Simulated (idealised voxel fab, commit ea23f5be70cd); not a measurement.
process module | voxel self aligned contacts
cross-section cut | 180 nm wide | cells 5 nm
A cross-section is a grid of square cells, given in bands from the top down. A band is one or more rows of cells.
Each band's line starts with the height of the band's top and of its bottom, in nm. Then come its materials from left to right, each with its width in nm. One material with "throughout" fills the band from edge to edge. "air" is empty space.
Height 0 is the level under which the wafer as received is all one material. The lowest band goes on downwards, as in "0 down".
A width such as "30 to 40" changes by the same amount from each row of cells to the next, from the band's top row to its bottom row.
"no change" after a step means that no cell of the cross-section changed.
closed voids: empty space of 8 cells or more with no open way to the top, each as width x height at its distance from the left edge, in nm
after a step's settings: what the simulator itself notes on the step
overlay nm, on a step with a mask: how far to the right of its planned place the mask lay; to the left if negative
plan
1 op RECEIVE | material Si
2 op OXIDIZE | depth nm 5
3 op DIRECTIONAL_DEP | material polySi | thk nm 20
4 op DIRECTIONAL_DEP | material SiN | thk nm 15
5 op DIRECTIONAL_DEP | material aC | thk nm 10
6 op PATTERN | tone cover | mask id GATE | material resist | width nm 25 | pitch nm 50 | thk nm 25 | overlay nm 0
7 op DIRECTIONAL_ETCH | etch materials aC | depth nm 10
8 op STRIP | etch materials resist
9 op DIRECTIONAL_ETCH | etch materials SiN | depth nm 15
10 op DIRECTIONAL_ETCH | etch materials polySi | depth nm 20
11 op STRIP | etch materials aC
12 op CONFORMAL_DEP | material SiN | thk nm 5
13 op DIRECTIONAL_ETCH | etch materials SiN | depth nm 5
14 op FILL_DEP | material SiO2 | thk nm 10
15 op CMP | height nm 40
16 op PATTERN | tone open | mask id CONTACT | material resist | width nm 35 | thk nm 15 | overlay nm 0
17 op DIRECTIONAL_ETCH | etch materials SiO2 | depth nm 45
18 op STRIP | etch materials resist
19 op CONFORMAL_DEP | material TiN | thk nm 5
20 op FILL_DEP | material Ru | thk nm 10
21 op CMP | height nm 40
22 op CONFORMAL_DEP | material SiN | thk nm 5
first wafer, as planned
as received, after step 1
  0 down: Si throughout
  closed voids: none
after step 2
  0 to -5: SiO2 throughout
  below -5: unchanged
after step 3
  20 to 0: polySi throughout
  below 0: unchanged
after step 4
  35 to 20: SiN throughout
  below 20: unchanged
after step 5
  45 to 35: aC throughout
  below 35: unchanged
after step 6
  70 to 45: air 50 | resist 25 | air 25 | resist 25 | air 55
  below 45: unchanged
after step 7
  60 to 45: air 50 | resist 25 | air 25 | resist 25 | air 55
  45 to 35: air 50 | aC 25 | air 25 | aC 25 | air 55
  below 35: unchanged
after step 8
  45 to 35: air 50 | aC 25 | air 25 | aC 25 | air 55
  below 35: unchanged
after step 9
  45 to 35: air 50 | aC 25 | air 25 | aC 25 | air 55
  35 to 20: air 50 | SiN 25 | air 25 | SiN 25 | air 55
  below 20: unchanged
after step 10
  45 to 35: air 50 | aC 25 | air 25 | aC 25 | air 55
  35 to 20: air 50 | SiN 25 | air 25 | SiN 25 | air 55
  20 to 0: air 50 | polySi 25 | air 25 | polySi 25 | air 55
  below 0: unchanged
after step 11
  35 to 20: air 50 | SiN 25 | air 25 | SiN 25 | air 55
  below 20: unchanged
after step 12
  40 to 20: air 45 | SiN 35 | air 15 | SiN 35 | air 50
  20 to 5: air 45 | SiN 5 | polySi 25 | SiN 5 | air 15 | SiN 5 | polySi 25 | SiN 5 | air 50
  5 to 0: SiN 50 | polySi 25 | SiN 25 | polySi 25 | SiN 55
  below 0: unchanged
after step 13
  35 to 20: air 45 | SiN 35 | air 15 | SiN 35 | air 50
  20 to 0: air 45 | SiN 5 | polySi 25 | SiN 5 | air 15 | SiN 5 | polySi 25 | SiN 5 | air 50
  below 0: unchanged
after step 14
  45 to 35: SiO2 throughout
  35 to 20: SiO2 45 | SiN 35 | SiO2 15 | SiN 35 | SiO2 50
  20 to 0: SiO2 45 | SiN 5 | polySi 25 | SiN 5 | SiO2 15 | SiN 5 | polySi 25 | SiN 5 | SiO2 50
  below 0: unchanged
after step 15
  40 to 35: SiO2 throughout
  below 35: unchanged
after step 16
  55 to 40: resist 70 | air 35 | resist 75
  below 40: unchanged
after step 17
  55 to 40: resist 70 | air 35 | resist 75
  40 to 35: SiO2 70 | air 35 | SiO2 75
  35 to 20: SiO2 45 | SiN 35 | air 15 | SiN 35 | SiO2 50
  20 to 0: SiO2 45 | SiN 5 | polySi 25 | SiN 5 | air 15 | SiN 5 | polySi 25 | SiN 5 | SiO2 50
  0 to -5: SiO2 80 | air 15 | SiO2 85
  below -5: unchanged
after step 18
  40 to 35: SiO2 70 | air 35 | SiO2 75
  below 35: unchanged
after step 19
  45 to 40: TiN 75 | air 25 | TiN 80
  40 to 35: SiO2 70 | TiN 15 | air 5 | TiN 15 | SiO2 75
  35 to 20: SiO2 45 | SiN 35 | TiN 5 | air 5 | TiN 5 | SiN 35 | SiO2 50
  20 to 0: SiO2 45 | SiN 5 | polySi 25 | SiN 5 | TiN 5 | air 5 | TiN 5 | SiN 5 | polySi 25 | SiN 5 | SiO2 50
  0 to -5: SiO2 80 | TiN 15 | SiO2 85
  below -5: unchanged
after step 20
  55 to 45: Ru throughout
  45 to 40: TiN 75 | Ru 25 | TiN 80
  40 to 35: SiO2 70 | TiN 15 | Ru 5 | TiN 15 | SiO2 75
  35 to 20: SiO2 45 | SiN 35 | TiN 5 | Ru 5 | TiN 5 | SiN 35 | SiO2 50
  20 to 0: SiO2 45 | SiN 5 | polySi 25 | SiN 5 | TiN 5 | Ru 5 | TiN 5 | SiN 5 | polySi 25 | SiN 5 | SiO2 50
  below 0: unchanged
after step 21
  40 to 35: SiO2 70 | TiN 15 | Ru 5 | TiN 15 | SiO2 75
  below 35: unchanged
after step 22
  45 to 40: SiN throughout
  below 40: unchanged
second wafer: like start, like plan, one mistake. Through step 1 it matches the first wafer
when step 2 should have ended
  20 to 0: polySi throughout
  below 0: unchanged
when step 3 should have ended
  20 to 15: SiO2 throughout
  below 15: unchanged
when step 4 should have ended
  35 to 20: SiN throughout
  below 20: unchanged
when step 5 should have ended
  45 to 35: aC throughout
  below 35: unchanged
when step 6 should have ended
  70 to 45: air 50 | resist 25 | air 25 | resist 25 | air 55
  below 45: unchanged
when step 7 should have ended
  60 to 45: air 50 | resist 25 | air 25 | resist 25 | air 55
  45 to 35: air 50 | aC 25 | air 25 | aC 25 | air 55
  below 35: unchanged
when step 8 should have ended
  45 to 35: air 50 | aC 25 | air 25 | aC 25 | air 55
  below 35: unchanged
when step 9 should have ended
  45 to 35: air 50 | aC 25 | air 25 | aC 25 | air 55
  35 to 20: air 50 | SiN 25 | air 25 | SiN 25 | air 55
  below 20: unchanged
when step 10 should have ended: no change
when step 11 should have ended
  35 to 20: air 50 | SiN 25 | air 25 | SiN 25 | air 55
  below 20: unchanged
when step 12 should have ended
  40 to 25: air 45 | SiN 35 | air 15 | SiN 35 | air 50
  25 to 20: SiN throughout
  below 20: unchanged
when step 13 should have ended
  35 to 20: air 45 | SiN 35 | air 15 | SiN 35 | air 50
  below 20: unchanged
when step 14 should have ended
  45 to 35: SiO2 throughout
  35 to 20: SiO2 45 | SiN 35 | SiO2 15 | SiN 35 | SiO2 50
  below 20: unchanged
when step 15 should have ended
  40 to 35: SiO2 throughout
  below 35: unchanged
when step 16 should have ended
  55 to 40: resist 70 | air 35 | resist 75
  below 40: unchanged
when step 17 should have ended
  55 to 40: resist 70 | air 35 | resist 75
  40 to 35: SiO2 70 | air 35 | SiO2 75
  35 to 20: SiO2 45 | SiN 35 | air 15 | SiN 35 | SiO2 50
  20 to 15: SiO2 80 | air 15 | SiO2 85
  below 15: unchanged
when step 18 should have ended
  40 to 35: SiO2 70 | air 35 | SiO2 75
  below 35: unchanged
when step 19 should have ended
  45 to 40: TiN 75 | air 25 | TiN 80
  40 to 35: SiO2 70 | TiN 15 | air 5 | TiN 15 | SiO2 75
  35 to 20: SiO2 45 | SiN 35 | TiN 5 | air 5 | TiN 5 | SiN 35 | SiO2 50
  20 to 15: SiO2 80 | TiN 15 | SiO2 85
  below 15: unchanged
when step 20 should have ended
  55 to 45: Ru throughout
  45 to 40: TiN 75 | Ru 25 | TiN 80
  40 to 35: SiO2 70 | TiN 15 | Ru 5 | TiN 15 | SiO2 75
  35 to 20: SiO2 45 | SiN 35 | TiN 5 | Ru 5 | TiN 5 | SiN 35 | SiO2 50
  below 20: unchanged
when step 21 should have ended
  40 to 35: SiO2 70 | TiN 15 | Ru 5 | TiN 15 | SiO2 75
  below 35: unchanged
when step 22 should have ended
  45 to 40: SiN throughout
  below 40: unchanged
what went wrong: steps 2 and 3 were swapped
at the end the second wafer has, in cells: 4 fewer of Ru | 36 more of Si | 16 fewer of SiN | 76 fewer of SiO2 | 8 fewer of TiN | 68 more of polySi
